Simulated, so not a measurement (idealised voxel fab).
The process module that follows is named voxel spacer lines.
FYI the section here is cut, 155 nm wide, cells are 5 nm squares.
Cross-sections here: square-cell grids, written as top-down lists of bands, a band being one or more rows of cells. Within each band entry, the heights of the top and of the bottom of the band appear first, in that order and in nm; the materials of the band then follow from left to right, each with its corresponding width in nm. The designation "throughout" on a single material indicates that it fills the band from edge to edge; the designation "empty" indicates empty space. Heads up on the height convention: 0 is the point under which the incoming wafer is all one material, and the lowest band has no bottom, it just keeps going down, like "0 nm and below". Per-row width for "30->40": begins at first number (top row of band), ends at second number (bottom row), increment between rows held constant. Take "nothing changed" at face value: in the step it is given for, the cross-section changed in none of its cells. "Closed void catalog" lists enclosed empty spaces (at least 8 cells, no open path upward to the top), each as width x height at distance from the left edge, in nm. Where a step's line continues beyond its settings, the continuation is a remark by the simulator itself on that step. overlay nm: right-of-plan distance of the mask on a masked step; negative values mean left-of-plan.

## The planned process steps are enumerated hereunder
1. RECEIVE, material Si
2. CONFORMAL_DEP, material SiO2, thk nm 10
3. DIRECTIONAL_DEP, material polySi, thk nm 10
4. DIRECTIONAL_DEP, material aC, thk nm 30
5. PATTERN, tone cover, mask id MANDREL, material resist, width nm 20, pitch nm 60, thk nm 35, overlay nm 0
6. DIRECTIONAL_ETCH, etch materials aC, depth nm 30
7. STRIP, etch materials resist
8. CONFORMAL_DEP, material SiN, thk nm 10
9. DIRECTIONAL_ETCH, etch materials SiN, depth nm 10
10. STRIP, etch materials aC
11. DIRECTIONAL_ETCH, etch materials polySi, depth nm 10
12. STRIP, etch materials SiN

## as received, after step 1
    0 nm and below = Si throughout
    Closed void catalog: none

## One mistake in running the module, otherwise start and plan as above: cross-section at the end
    10 nm to 0 nm = 25 nm empty; 10 nm polySi; 20 nm empty; 10 nm polySi; 20 nm empty; 10 nm polySi; 20 nm empty; 10 nm polySi; 30 nm empty
    0 nm and below = Si throughout
    Closed void catalog: none
what went wrong: plan step 2 skipped
